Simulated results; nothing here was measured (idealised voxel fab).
process module | voxel self aligned contacts
cross-section cut | 175 nm wide | cells 5 nm
A cross-section is a grid of square cells, given in bands from the top down. A band is one or more rows of cells.
Each band's line starts with the height of the band's top and of its bottom, in nm. Then come its materials from left to right, each with its width in nm. One material with "throughout" fills the band from edge to edge. "air" is empty space.
Height 0 is the level under which the wafer as received is all one material. The lowest band goes on downwards, as in "0 down".
A width such as "30 to 40" changes by the same amount from each row of cells to the next, from the band's top row to its bottom row.
"no change" after a step means that no cell of the cross-section changed.
closed voids: empty space of 8 cells or more with no open way to the top, each as width x height at its distance from the left edge, in nm
after a step's settings: what the simulator itself notes on the step
overlay nm, on a step with a mask: how far to the right of its planned place the mask lay; to the left if negative
plan
1 op RECEIVE | material Si
2 op CONFORMAL_DEP | material SiO2 | thk nm 5
3 op DIRECTIONAL_DEP | material polySi | thk nm 25
4 op DIRECTIONAL_DEP | material SiN | thk nm 15
5 op DIRECTIONAL_DEP | material aC | thk nm 10
6 op PATTERN | tone cover | mask id GATE | material resist | width nm 30 | pitch nm 60 | thk nm 30 | overlay nm 0
7 op DIRECTIONAL_ETCH | etch materials aC | depth nm 10
8 op STRIP | etch materials resist
9 op DIRECTIONAL_ETCH | etch materials SiN | depth nm 15
10 op DIRECTIONAL_ETCH | etch materials polySi | depth nm 25
11 op STRIP | etch materials aC
12 op CONFORMAL_DEP | material SiN | thk nm 5
13 op DIRECTIONAL_ETCH | etch materials SiN | depth nm 5
14 op FILL_DEP | material SiO2 | thk nm 15
15 op CMP | height nm 55
16 op DIRECTIONAL_DEP | material aC | thk nm 10
17 op PATTERN | tone open | mask id CONTACT | material resist | width nm 40 | thk nm 30 | overlay nm 0
18 op DIRECTIONAL_ETCH | etch materials aC | depth nm 10
19 op STRIP | etch materials resist
20 op DIRECTIONAL_ETCH | etch materials SiO2 | depth nm 55
21 op STRIP | etch materials aC
22 op CONFORMAL_DEP | material TiN | thk nm 5
23 op FILL_DEP | material Ru | thk nm 5
24 op CMP | height nm 55
25 op CONFORMAL_DEP | material SiCN | thk nm 5
as received, after step 1
  0 down: Si throughout
  closed voids: none
first wafer at the end, as planned
  60 to 55: SiCN throughout
  55 to 45: SiO2 65 | TiN 5 to 15 | Ru 30 to 10 | TiN 5 to 15 | SiO2 70
  45 to 30: SiO2 35 | SiN 40 | TiN 5 | Ru 10 | TiN 5 | SiN 40 | SiO2 40
  30 to 5: SiO2 35 | SiN 5 | polySi 30 | SiN 5 | TiN 5 | Ru 10 | TiN 5 | SiN 5 | polySi 30 | SiN 5 | SiO2 40
  5 to 0: SiO2 75 | TiN 20 | SiO2 80
  0 down: Si throughout
  closed voids: none
second wafer at the end: like start, like plan, one mistake
  60 to 55: SiCN throughout
  55 to 45: SiO2 65 | TiN 5 | Ru 30 | TiN 5 | SiO2 70
  45 to 40: SiO2 65 | TiN 15 | Ru 10 | TiN 15 | SiO2 70
  40 to 25: SiO2 35 | SiN 40 | TiN 5 | Ru 10 | TiN 5 | SiN 40 | SiO2 40
  25 to 5: SiO2 35 | SiN 5 | polySi 30 | SiN 5 | TiN 5 | Ru 10 | TiN 5 | SiN 5 | polySi 30 | SiN 5 | SiO2 40
  5 to 0: SiO2 35 | SiN 5 | polySi 30 | SiN 5 | TiN 20 | SiN 5 | polySi 30 | SiN 5 | SiO2 40
  0 down: Si throughout
  closed voids: none
what went wrong: step 2 was left out
at the end the second wafer has, in cells: 4 more of Ru | 4 fewer of SiO2
